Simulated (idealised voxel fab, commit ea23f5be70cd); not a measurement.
Process module heading - voxel wiring stack
Cross-sectional view cut (width: 145 nm; square cell size: 5 nm).
If you're reading a cross-section in this doc, picture square cells in a grid; it comes to you as bands, top ones listed first down to the bottom, and a band can be one or more rows of cells. First you get the band's top height and its bottom height, in nm, and then the materials it's made of, left to right, with each width in nm. If you see a single material with "edge to edge", that one covers the band edge to edge. "air" is empty space. Height reference: 0 = level under which incoming wafer is all one material. Lowest band: no bottom, runs on downward, e.g. "z 0 and below". Width spec "30..40" -> top row of cells at first value, bottom row at second value, equal per-row change in between. What does "left unchanged" mean for a step? It means no cell of the cross-section changed in that step. What "Closed internal cavities" gives you is every empty space of 8 cells or more that is cut off from the top. Each appears as width x height at distance, with the distance taken from the left edge and width, height and distance all in nm. Step line, after settings: the simulator's comment on this step. overlay nm: how far to the right of its planned place the mask lay on this masked step (negative: to the left).
**plan**
1. RECEIVE: material Si
2. CONFORMAL_DEP: material SiO2, thk nm 15
3. DIRECTIONAL_DEP: material TiN, thk nm 5
4. DIRECTIONAL_DEP: material W, thk nm 15
5. MASKED_ETCH: tone cover, mask id METAL_1, width nm 30, pitch nm 60, etch materials W, depth nm 15, overlay nm 0
6. MASKED_ETCH: tone cover, mask id METAL_1, width nm 30, pitch nm 60, etch materials TiN, depth nm 5, overlay nm 0
7. FILL_DEP: material SiO2, thk nm 5
8. CMP: height nm 35
9. CONFORMAL_DEP: material SiCN, thk nm 5
10. DIRECTIONAL_DEP: material SiO2, thk nm 10
11. MASKED_ETCH: tone open, mask id PLUG_1, width nm 15, etch materials SiO2, depth nm 10, overlay nm 0
12. MASKED_ETCH: tone open, mask id PLUG_1, width nm 15, etch materials SiCN, depth nm 5, overlay nm 0
13. CONFORMAL_DEP: material TiN, thk nm 5
14. FILL_DEP: material Cu, thk nm 5
15. CMP: height nm 50
16. CONFORMAL_DEP: material SiN, thk nm 5
17. DIRECTIONAL_DEP: material lowk, thk nm 15
18. MASKED_ETCH: tone open, mask id METAL_2, width nm 30, pitch nm 60, etch materials lowk, depth nm 15, overlay nm 0
19. MASKED_ETCH: tone open, mask id METAL_2, width nm 30, pitch nm 60, etch materials SiN, depth nm 5, overlay nm 0
20. CONFORMAL_DEP: material TiN, thk nm 5
21. FILL_DEP: material Cu, thk nm 10
22. CMP: height nm 70
23. CONFORMAL_DEP: material SiCN, thk nm 5
24. DIRECTIONAL_DEP: material lowk, thk nm 30
25. MASKED_ETCH: tone open, mask id METAL_3, width nm 30, pitch nm 60, etch materials lowk, depth nm 15, overlay nm 0
26. MASKED_ETCH: tone open, mask id METAL_3_HOLES, width nm 15, etch materials lowk, depth nm 15, overlay nm 0
27. MASKED_ETCH: tone open, mask id METAL_3_HOLES, width nm 15, etch materials SiCN, depth nm 5, overlay nm 0
28. CONFORMAL_DEP: material TiN, thk nm 5
29. FILL_DEP: material Cu, thk nm 10
30. CMP: height nm 105
31. CONFORMAL_DEP: material SiCN, thk nm 5
32. DIRECTIONAL_DEP: material lowk, thk nm 10
33. DIRECTIONAL_DEP: material aC, thk nm 15
34. PATTERN: tone open, mask id PLUG_3, material resist, width nm 15, thk nm 30, overlay nm 0
35. DIRECTIONAL_ETCH: etch materials aC, depth nm 15
36. STRIP: etch materials resist
37. DIRECTIONAL_ETCH: etch materials lowk, depth nm 10
38. DIRECTIONAL_ETCH: etch materials SiCN, depth nm 5
39. STRIP: etch materials aC
40. EPI: material Ru, thk nm 10
41. EPI: material Ru, thk nm 5
42. DIRECTIONAL_DEP: material TiN, thk nm 5
43. DIRECTIONAL_DEP: material W, thk nm 15
44. PATTERN: tone cover, mask id METAL_4, material resist, width nm 30, pitch nm 60, thk nm 20, overlay nm 0
45. DIRECTIONAL_ETCH: etch materials W, depth nm 15
46. DIRECTIONAL_ETCH: etch materials TiN, depth nm 5
47. STRIP: etch materials resist
48. FILL_DEP: material SiO2, thk nm 5
49. CMP: height nm 140
50. CONFORMAL_DEP: material SiCN, thk nm 5
**Cross-section of the wafer at receipt, which is the condition after step 1**
	z 0 and below: Si edge to edge
	Closed internal cavities: none
**Sectioned view, first of two wafers, at the close of the module, processed as intended in the plan**
	z 145 to 140: SiCN edge to edge
	z 140 to 125: SiO2 (25); W (30); SiO2 (30); W (30); SiO2 (30)
	z 125 to 120: SiO2 (25); TiN (30); SiO2 (30); TiN (30); SiO2 (30)
	z 120 to 110: lowk (25); Ru (15); lowk (105)
	z 110 to 105: SiCN (25); Ru (15); SiCN (105)
	z 105 to 95: lowk (25); TiN (5); Cu (20); TiN (5); lowk (30); TiN (5); Cu (20); TiN (5); lowk (30)
	z 95 to 90: lowk (25); TiN (5); Cu (5); TiN (20); lowk (30); TiN (30); lowk (30)
	z 90 to 75: lowk (25); TiN (5); Cu (5); TiN (5); lowk (105)
	z 75 to 70: SiCN (25); TiN (15); SiCN (105)
	z 70 to 55: lowk (25); TiN (5); Cu (20); TiN (5); lowk (30); TiN (5); Cu (20); TiN (5); lowk (30)
	z 55 to 50: SiN (25); TiN (30); SiN (30); TiN (30); SiN (30)
	z 50 to 40: SiO2 (25); TiN (5); Cu (5); TiN (5); SiO2 (105)
	z 40 to 35: SiCN (25); TiN (15); SiCN (105)
	z 35 to 20: SiO2 (25); W (30); SiO2 (30); W (30); SiO2 (30)
	z 20 to 15: SiO2 (25); TiN (30); SiO2 (30); TiN (30); SiO2 (30)
	z 15 to 0: SiO2 edge to edge
	z 0 and below: Si edge to edge
	Closed internal cavities: none
**Cross-section, wafer two of two, end of module: same start and plan as wafer one, one error in execution**
	z 145 to 140: SiCN edge to edge
	z 140 to 125: SiO2 (25); W (30); SiO2 (30); W (30); SiO2 (30)
	z 125 to 120: SiO2 (25); TiN (30); SiO2 (30); TiN (30); SiO2 (30)
	z 120 to 110: lowk (25); Ru (15); lowk (105)
	z 110 to 105: SiCN (25); Ru (15); SiCN (105)
	z 105 to 95: lowk (25); TiN (5); Cu (20); TiN (5); lowk (30); TiN (5); Cu (20); TiN (5); lowk (30)
	z 95 to 90: lowk (25); TiN (5); Cu (5); TiN (20); lowk (30); TiN (30); lowk (30)
	z 90 to 75: lowk (25); TiN (5); Cu (5); TiN (5); lowk (105)
	z 75 to 70: SiCN (25); TiN (15); SiCN (105)
	z 70 to 55: lowk (25); TiN (5); Cu (20); TiN (5); lowk (30); TiN (5); Cu (20); TiN (5); lowk (30)
	z 55 to 50: SiN (25); TiN (30); SiN (30); TiN (30); SiN (30)
	z 50 to 40: SiO2 (25); TiN (5); Cu (5); TiN (5); SiO2 (105)
	z 40 to 35: SiCN (25); TiN (15); SiCN (105)
	z 35 to 30: SiO2 (25); TiN (30); SiO2 (30); TiN (30); SiO2 (30)
	z 30 to 0: SiO2 edge to edge
	z 0 and below: Si edge to edge
	Closed internal cavities: none
Misprocessing identified: plan step 2 was twice executed
Per the end-of-run cell counts, the second wafer holds more or fewer of some materials than the first: SiO2: 36 more, W: 36 fewer
